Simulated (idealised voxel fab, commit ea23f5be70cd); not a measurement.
Name of the process module below: voxel wiring stack
Section shown: cut. Width: 215 nm. Cell size: 5 nm, square.
Cross-section spec: square-cell grid; bands listed top down; each band is one or more rows. A band entry consists of two parts. The first gives the height of the band's top and the height of its bottom, in nm. The rest lists the band's materials from left to right, each with its width in nm. A single material labelled with the word "everywhere" fills the band from edge to edge, and the word "air" marks empty space. Height reference: 0 = level under which incoming wafer is all one material. Lowest band: no bottom, runs on downward, e.g. "0 down". It should be noted that a width expressed as "30 to 40" varies in equal increments from row to row of cells within the band, taking the value of the first number at the top row and that of the second number at the bottom row. No cell of the cross-section changed in a step that is given as "no alterations made". Entry "Closed void list" = empty spaces >= 8 cells with no open way to the top; each as width x height at distance, distance from left edge, all nm. On a step's line, text after the settings is the simulator commenting on that step. overlay nm: where the mask lay relative to plan, measured to the right, on steps with a mask; negatives go left. Layout of what follows: cross-section pairs, each bracketing one process step, the after cross-section shown only to the lowest band that changed, the step between and its settings noted under each pair. Pairs may originate in different runs of this module on the same starting wafer; a pair continues from the pair above only where its entry headed "Pre-step geometry" says so.

Pre-step geometry
  190 to 155: resist 70, air 15, resist 130
  155 to 140: aC 70, air 15, resist 10, aC 20, resist 25, aC 75
  140 to 125: lowk 70, aC 25, lowk 20, aC 25, lowk 75
  125 to 115: lowk everywhere
  115 to 110: SiCN everywhere
  110 to 90: TiN 70, Ru 25, TiN 20, Ru 25, TiN 75
  90 to 85: TiN everywhere
  85 to 70: SiO2 70, Ru 15, SiO2 130
  70 to 65: SiCN 70, Ru 15, SiCN 130
  65 to 55: SiO2 70, TiN 5, Ru 15, TiN 5, SiO2 20, TiN 5, Ru 15, TiN 5, SiO2 75
  55 to 50: SiO2 70, TiN 5, Ru 5, TiN 15, SiO2 20, TiN 5, Ru 5, TiN 15, SiO2 75
  50 to 40: SiO2 70, TiN 5, Ru 5, TiN 5, SiO2 30, TiN 5, Ru 5, TiN 5, SiO2 85
  40 to 35: SiCN 70, TiN 15, SiCN 30, TiN 15, SiCN 85
  35 to 20: lowk 70, TiN 5, Cu 15, TiN 5, lowk 20, TiN 5, Cu 15, TiN 5, lowk 75
  20 to 15: SiN 70, TiN 25, SiN 20, TiN 25, SiN 75
  15 to 0: SiO2 everywhere
  0 down: Si everywhere
  Closed void list: none

Post-Step Geometry
  175 to 155: resist 70, air 15, resist 130
  155 to 140: aC 70, air 15, resist 10, aC 20, resist 25, aC 75
  140 to 125: lowk 70, air 15, aC 10, lowk 20, aC 25, lowk 75
  Nothing below the height 125 has changed.
  Closed void list: none
Between the two cross-sections you see above, the step is DIRECTIONAL_ETCH (etch materials aC; depth nm 15)

Pre-step geometry: taken from the pair above, after panel.

Post-Step Geometry
  155 to 140: aC 70, air 25, aC 20, air 25, aC 75
  Nothing below the height 140 has changed.
  Closed void list: none
Between the two cross-sections you see above, the step is STRIP (etch materials resist)

Pre-step geometry: taken from the pair above, after panel.

Post-Step Geometry
  155 to 140: aC 70, air 25, aC 20, air 25, aC 75
  140 to 125: lowk 70, air 15, aC 10, lowk 20, aC 25, lowk 75
  125 to 115: lowk 70, air 15, lowk 130
  Nothing below the height 115 has changed.
  Closed void list: none
Between the two cross-sections you see above, the step is DIRECTIONAL_ETCH (etch materials lowk; depth nm 10)

Pre-step geometry: taken from the pair above, after panel.

Post-Step Geometry
  155 to 140: aC 70, air 25, aC 20, air 25, aC 75
  140 to 125: lowk 70, air 15, aC 10, lowk 20, aC 25, lowk 75
  125 to 115: lowk 70, air 15, lowk 130
  115 to 110: SiCN 70, air 15, SiCN 130
  Nothing below the height 110 has changed.
  Closed void list: none
Between the two cross-sections you see above, the step is DIRECTIONAL_ETCH (etch materials SiCN; depth nm 5)

Pre-step geometry: taken from the pair above, after panel.

Post-Step Geometry
  140 to 125: lowk 70, air 25, lowk 20, air 25, lowk 75
  Nothing below the height 125 has changed.
  Closed void list: none
Between the two cross-sections you see above, the step is STRIP (etch materials aC)

Pre-step geometry: taken from the pair above, after panel.

Post-Step Geometry
  145 to 140: TiN 75, air 15, TiN 30, air 15, TiN 80
  140 to 130: lowk 70, TiN 5, air 15, TiN 5, lowk 20, TiN 5, air 15, TiN 5, lowk 75
  130 to 125: lowk 70, TiN 5, air 5, TiN 15, lowk 20, TiN 25, lowk 75
  125 to 115: lowk 70, TiN 5, air 5, TiN 5, lowk 130
  115 to 110: SiCN 70, TiN 15, SiCN 130
  Nothing below the height 110 has changed.
  Closed void list: none
Between the two cross-sections you see above, the step is CONFORMAL_DEP (material TiN; thk nm 5)

Pre-step geometry: taken from the pair above, after panel.

Post-Step Geometry
  155 to 145: Cu everywhere
  145 to 140: TiN 75, Cu 15, TiN 30, Cu 15, TiN 80
  140 to 130: lowk 70, TiN 5, Cu 15, TiN 5, lowk 20, TiN 5, Cu 15, TiN 5, lowk 75
  130 to 125: lowk 70, TiN 5, Cu 5, TiN 15, lowk 20, TiN 25, lowk 75
  125 to 115: lowk 70, TiN 5, Cu 5, TiN 5, lowk 130
  Nothing below the height 115 has changed.
  Closed void list: none
Between the two cross-sections you see above, the step is FILL_DEP (material Cu; thk nm 10)

Pre-step geometry: taken from the pair above, after panel.

Post-Step Geometry
  140 to 130: lowk 70, TiN 5, Cu 15, TiN 5, lowk 20, TiN 5, Cu 15, TiN 5, lowk 75
  Nothing below the height 130 has changed.
  Closed void list: none
Between the two cross-sections you see above, the step is CMP (height nm 140)

Pre-step geometry: taken from the pair above, after panel.

Post-Step Geometry
  145 to 140: SiCN everywhere
  Nothing below the height 140 has changed.
  Closed void list: none
Between the two cross-sections you see above, the step is CONFORMAL_DEP (material SiCN; thk nm 5)

Pre-step geometry
  140 to 115: lowk everywhere
  115 to 110: SiCN everywhere
  110 to 90: SiO2 70, Ru 25, SiO2 20, Ru 25, SiO2 75
  90 to 85: SiO2 70, TiN 25, SiO2 20, TiN 25, SiO2 75
  85 to 70: SiO2 70, Ru 15, SiO2 130
  70 to 65: SiCN 70, Ru 15, SiCN 130
  65 to 55: SiO2 70, TiN 5, Ru 15, TiN 5, SiO2 20, TiN 5, Ru 15, TiN 5, SiO2 75
  55 to 50: SiO2 70, TiN 5, Ru 5, TiN 15, SiO2 20, TiN 5, Ru 5, TiN 15, SiO2 75
  50 to 40: SiO2 70, TiN 5, Ru 5, TiN 5, SiO2 30, TiN 5, Ru 5, TiN 5, SiO2 85
  40 to 35: SiCN 70, TiN 15, SiCN 30, TiN 15, SiCN 85
  35 to 20: lowk 70, TiN 5, Cu 15, TiN 5, lowk 20, TiN 5, Cu 15, TiN 5, lowk 75
  20 to 15: SiN 70, TiN 25, SiN 20, TiN 25, SiN 75
  15 to 0: SiO2 everywhere
  0 down: Si everywhere
  Closed void list: none

Post-Step Geometry
  140 to 125: air 70, lowk 25, air 20, lowk 25, air 75
  Nothing below the height 125 has changed.
  Closed void list: none
Between the two cross-sections you see above, the step is MASKED_ETCH (tone cover; mask id METAL_4; width nm 25; pitch nm 45; etch materials lowk; depth nm 15; overlay nm 0)

Pre-step geometry: taken from the pair above, after panel.

Post-Step Geometry
  155 to 140: air 70, aC 25, air 20, aC 25, air 75
  140 to 125: aC 70, lowk 25, aC 20, lowk 25, aC 75
  Nothing below the height 125 has changed.
  Closed void list: none
Between the two cross-sections you see above, the step is DIRECTIONAL_DEP (material aC; thk nm 15)

Pre-step geometry: taken from the pair above, after panel.

Post-Step Geometry
  190 to 155: resist 70, air 15, resist 130
  155 to 140: resist 70, aC 25, resist 20, aC 25, resist 75
  Nothing below the height 140 has changed.
  Closed void list: none
Between the two cross-sections you see above, the step is PATTERN (tone open; mask id METAL_4_HOLES; material resist; width nm 15; thk nm 35; overlay nm 0)

Pre-step geometry: taken from the pair above, after panel.

Post-Step Geometry
  175 to 155: resist 70, air 15, resist 130
  155 to 140: resist 70, air 15, aC 10, resist 20, aC 25, resist 75
  Nothing below the height 140 has changed.
  Closed void list: none
Between the two cross-sections you see above, the step is DIRECTIONAL_ETCH (etch materials aC; depth nm 15)

Pre-step geometry: taken from the pair above, after panel.

Post-Step Geometry
  155 to 140: air 85, aC 10, air 20, aC 25, air 75
  Nothing below the height 140 has changed.
  Closed void list: none
Between the two cross-sections you see above, the step is STRIP (etch materials resist)

Pre-step geometry: taken from the pair above, after panel.

Post-Step Geometry
  155 to 140: air 85, aC 10, air 20, aC 25, air 75
  140 to 130: aC 70, air 15, lowk 10, aC 20, lowk 25, aC 75
  Nothing below the height 130 has changed.
  Closed void list: none
Between the two cross-sections you see above, the step is DIRECTIONAL_ETCH (etch materials lowk; depth nm 10)

Pre-step geometry: taken from the pair above, after panel.

Post-Step Geometry
  140 to 130: air 85, lowk 10, air 20, lowk 25, air 75
  130 to 125: air 70, lowk 25, air 20, lowk 25, air 75
  Nothing below the height 125 has changed.
  Closed void list: none
Between the two cross-sections you see above, the step is STRIP (etch materials aC)

Pre-step geometry: taken from the pair above, after panel.

Post-Step Geometry
  145 to 140: air 80, TiN 20, air 10, TiN 35, air 70
  140 to 130: air 80 to 65, TiN 5 to 20, lowk 10, TiN 5, air 10, TiN 5, lowk 25, TiN 5, air 70
  130 to 125: TiN 70, lowk 25, TiN 20, lowk 25, TiN 75
  Nothing below the height 125 has changed.
  Closed void list: none
Between the two cross-sections you see above, the step is CONFORMAL_DEP (material TiN; thk nm 5)

Pre-step geometry: taken from the pair above, after panel.

Post-Step Geometry
  155 to 145: Cu everywhere
  145 to 140: Cu 80, TiN 20, Cu 10, TiN 35, Cu 70
  140 to 130: Cu 80 to 65, TiN 5 to 20, lowk 10, TiN 5, Cu 10, TiN 5, lowk 25, TiN 5, Cu 70
  Nothing below the height 130 has changed.
  Closed void list: none
Between the two cross-sections you see above, the step is FILL_DEP (material Cu; thk nm 10)

Pre-step geometry: taken from the pair above, after panel.

Post-Step Geometry
  140 to 130: Cu 80 to 65, TiN 5 to 20, lowk 10, TiN 5, Cu 10, TiN 5, lowk 25, TiN 5, Cu 70
  Nothing below the height 130 has changed.
  Closed void list: none
Between the two cross-sections you see above, the step is CMP (height nm 140)

Pre-step geometry: taken from the pair above, after panel.

Post-Step Geometry
  145 to 140: SiCN everywhere
  Nothing below the height 140 has changed.
  Closed void list: none
Between the two cross-sections you see above, the step is CONFORMAL_DEP (material SiCN; thk nm 5)
